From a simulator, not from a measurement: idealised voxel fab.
Herein follows the process module entitled voxel fin reveal.
Displayed cross-section: cut, width of 210 nm, square cells sized 5 nm.
A cross-section is a grid of square cells, given in bands from the top down. A band is one or more rows of cells.
Heads up on the band format: heights come first, top then bottom, in nm. After that it's the materials left to right, each with its width in nm. A single material flagged "everywhere" fills the whole band edge to edge, and "air" means there's empty space there.
Heights from 0 (as-received wafer is one material below). Bottom band endless downward, as "0 down".
The two numbers in a width such as "30 to 40" mark its ends across the band: the first belongs to the top row of cells, the second to the bottom row, and from each row to the next the width moves by the same amount.
Given "same as before" for a step, no cell of the cross-section differs between before and after that step.
Empty spaces counting at least 8 cells and having no open way to the top are listed in "Sealed voids". The notation width x height at distance is used for each, the distance being from the left edge and all three values in nm.
Whatever follows a step's settings on its line is a remark the simulator itself makes about that step.
You can add "overlay nm" to a step's line. For a step with a mask, it describes how far the mask lay to the right of its planned position, and a negative number describes a lay to the left.
This section lists the process steps that were planned:
step 1: RECEIVE | material Si
step 2: CONFORMAL_DEP | material SiN | thk nm 5
step 3: PATTERN | tone cover | mask id FINS | material resist | width nm 15 | pitch nm 45 | thk nm 15 | overlay nm 0
step 4: DIRECTIONAL_ETCH | etch materials SiN | depth nm 5
step 5: DIRECTIONAL_ETCH | etch materials Si | depth nm 35
step 6: STRIP | etch materials resist
step 7: FILL_DEP | material SiO2 | thk nm 15
step 8: CMP | height nm 5
step 9: SELECTIVE_ETCH | etch materials SiO2 | depth nm 30
step 10: STRIP | etch materials SiN
step 11: CONFORMAL_DEP | material HfO2 | thk nm 5
As received (post step 1): cross-section:
  0 down | Si everywhere
  Sealed voids: none
What the wafer looks like in cross-section after this module, when it starts as shown above and follows the plan above but one mistake is made in running it:
  0 to -5 | 45 of air, 25 of HfO2, 20 of air, 25 of HfO2, 20 of air, 25 of HfO2, 50 of air
  -5 to -30 | 45 of air, 5 of HfO2, 15 of Si, 5 of HfO2, 20 of air, 5 of HfO2, 15 of Si, 5 of HfO2, 20 of air, 5 of HfO2, 15 of Si, 5 of HfO2, 50 of air
  -30 to -35 | 50 of HfO2, 15 of Si, 30 of HfO2, 15 of Si, 30 of HfO2, 15 of Si, 55 of HfO2
  -35 down | Si everywhere
  Sealed voids: none
What broke from the plan during processing? step 8 did not happen as planned, as run it was CMP | height nm -5
